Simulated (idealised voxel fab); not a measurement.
Process module under the name voxel released beams
The cross-section on display is named cut; it measures 220 nm wide, and its cells are 5 nm squares.
Reading order for cross-sections: top band down to bottom band. Underlying form: a grid of square cells. Band size: one or more rows of cells. Read a band's entry like this: the first values are the height of its top and the height of its bottom in nm, and what follows is the sequence of materials from left to right, each with its width in nm. Note that "empty" is empty space, and that a single material marked "all across" reaches across the band from edge to edge. It should be noted that heights are counted from 0, beneath which the wafer as supplied is of one material throughout, and that the lowest band possesses no lower boundary but continues downward, as written in "0..down". The notation "30 to 40" denotes a width that varies across the rows of cells in the band, beginning at the first number in the top row, finishing at the second number in the bottom row, and changing by an identical amount from each row to the next. It should be understood that the words "no modification", when stated for a given step, signify that the cross-section underwent no change in any of its cells during that step. Entry "Closed void listing". Content: empty spaces with no open connection to the top, size 8 cells or greater. Each: width x height at distance. Distance: from left edge. Unit: nm. The remark found on a step's line after its settings is issued by the simulator itself and pertains to that step. overlay nm: how far to the right of its planned place the mask lay on this masked step (negative: to the left).
**Intended process steps**
1,RECEIVE [material Si]
2,CONFORMAL_DEP [material SiN] [thk nm 10]
3,DIRECTIONAL_DEP [material SiO2] [thk nm 10]
4,MASKED_ETCH [tone open] [mask id ANCHOR] [width nm 35] [etch materials SiO2] [depth nm 10] [overlay nm 0]
5,CONFORMAL_DEP [material W] [thk nm 10]
6,DIRECTIONAL_DEP [material aC] [thk nm 15]
7,PATTERN [tone cover] [mask id BEAM] [material resist] [width nm 110] [thk nm 30] [overlay nm 0]
8,DIRECTIONAL_ETCH [etch materials aC] [depth nm 15]
9,STRIP [etch materials resist]
10,DIRECTIONAL_ETCH [etch materials W] [depth nm 10]
11,STRIP [etch materials aC]
12,STRIP [etch materials SiO2]
**First of two wafers, with the run carried out as planned**
**Wafer as received: cross-section following step 1**
> 0..down = Si all across
> Closed void listing: none
**State of the wafer after step 2, shown in cross-section**
> 10..0 = SiN all across
> Under the height 0 nothing was changed.
**State of the wafer after step 3, shown in cross-section**
> 20..10 = SiO2 all across
> Under the height 10 nothing was changed.
**State of the wafer after step 4, shown in cross-section**
> 20..10 = 55 nm SiO2 / 35 nm empty / 130 nm SiO2
> Under the height 10 nothing was changed.
**State of the wafer after step 5, shown in cross-section**
> 30..20 = 65 nm W / 15 nm empty / 140 nm W
> 20..10 = 55 nm SiO2 / 35 nm W / 130 nm SiO2
> Under the height 10 nothing was changed.
**State of the wafer after step 6, shown in cross-section**
> 45..35 = 65 nm aC / 15 nm empty / 140 nm aC
> 35..30 = aC all across
> 30..20 = 65 nm W / 15 nm aC / 140 nm W
> Under the height 20 nothing was changed.
**State of the wafer after step 7, shown in cross-section**
> 75..45 = 50 nm empty / 110 nm resist / 60 nm empty
> 45..35 = 65 nm aC / 15 nm resist / 140 nm aC
> Under the height 35 nothing was changed.
**State of the wafer after step 8, shown in cross-section**
> 60..45 = 50 nm empty / 110 nm resist / 60 nm empty
> 45..35 = 50 nm empty / 15 nm aC / 15 nm resist / 80 nm aC / 60 nm empty
> 35..30 = 50 nm empty / 110 nm aC / 60 nm empty
> Under the height 30 nothing was changed.
**State of the wafer after step 9, shown in cross-section**
> 45..35 = 50 nm empty / 15 nm aC / 15 nm empty / 80 nm aC / 60 nm empty
> Under the height 35 nothing was changed.
**State of the wafer after step 10, shown in cross-section**
> 45..35 = 50 nm empty / 15 nm aC / 15 nm empty / 80 nm aC / 60 nm empty
> 35..30 = 50 nm empty / 110 nm aC / 60 nm empty
> 30..20 = 50 nm empty / 15 nm W / 15 nm aC / 80 nm W / 60 nm empty
> Under the height 20 nothing was changed.
**State of the wafer after step 11, shown in cross-section**
> 30..20 = 50 nm empty / 15 nm W / 15 nm empty / 80 nm W / 60 nm empty
> Under the height 20 nothing was changed.
**State of the wafer after step 12, shown in cross-section**
> 30..20 = 50 nm empty / 15 nm W / 15 nm empty / 80 nm W / 60 nm empty
> 20..10 = 55 nm empty / 35 nm W / 130 nm empty
> Under the height 10 nothing was changed.
**Second wafer, same starting conditions and recipe as the first, one mistake in executing it, nothing differs from the first up to and including step 3**
**X-section, second wafer, when step 4 was due to finish**
> 20..10 = 50 nm SiO2 / 35 nm empty / 135 nm SiO2
> Under the height 10 nothing was changed.
**X-section, second wafer, when step 5 was due to finish**
> 30..20 = 60 nm W / 15 nm empty / 145 nm W
> 20..10 = 50 nm SiO2 / 35 nm W / 135 nm SiO2
> Under the height 10 nothing was changed.
**X-section, second wafer, when step 6 was due to finish**
> 45..35 = 60 nm aC / 15 nm empty / 145 nm aC
> 35..30 = aC all across
> 30..20 = 60 nm W / 15 nm aC / 145 nm W
> Under the height 20 nothing was changed.
**X-section, second wafer, when step 7 was due to finish**
> 75..45 = 50 nm empty / 110 nm resist / 60 nm empty
> 45..35 = 60 nm aC / 15 nm resist / 145 nm aC
> Under the height 35 nothing was changed.
**X-section, second wafer, when step 8 was due to finish**
> 60..45 = 50 nm empty / 110 nm resist / 60 nm empty
> 45..35 = 50 nm empty / 10 nm aC / 15 nm resist / 85 nm aC / 60 nm empty
> 35..30 = 50 nm empty / 110 nm aC / 60 nm empty
> Under the height 30 nothing was changed.
**X-section, second wafer, when step 9 was due to finish**
> 45..35 = 50 nm empty / 10 nm aC / 15 nm empty / 85 nm aC / 60 nm empty
> Under the height 35 nothing was changed.
**X-section, second wafer, when step 10 was due to finish**
> 45..35 = 50 nm empty / 10 nm aC / 15 nm empty / 85 nm aC / 60 nm empty
> 35..30 = 50 nm empty / 110 nm aC / 60 nm empty
> 30..20 = 50 nm empty / 10 nm W / 15 nm aC / 85 nm W / 60 nm empty
> Under the height 20 nothing was changed.
**X-section, second wafer, when step 11 was due to finish**
> 30..20 = 50 nm empty / 10 nm W / 15 nm empty / 85 nm W / 60 nm empty
> Under the height 20 nothing was changed.
**X-section, second wafer, when step 12 was due to finish**
> 30..20 = 50 nm empty / 10 nm W / 15 nm empty / 85 nm W / 60 nm empty
> 20..10 = 50 nm empty / 35 nm W / 135 nm empty
> Under the height 10 nothing was changed.
Where did the run depart from the plan? it should be noted that step 4 was executed with settings other than those planned, the operation and settings actually applied being MASKED_ETCH [tone open] [mask id ANCHOR] [width nm 35] [etch materials SiO2] [depth nm 10] [overlay nm -5]
Both wafers, final: cells per material equal; arrangement not.
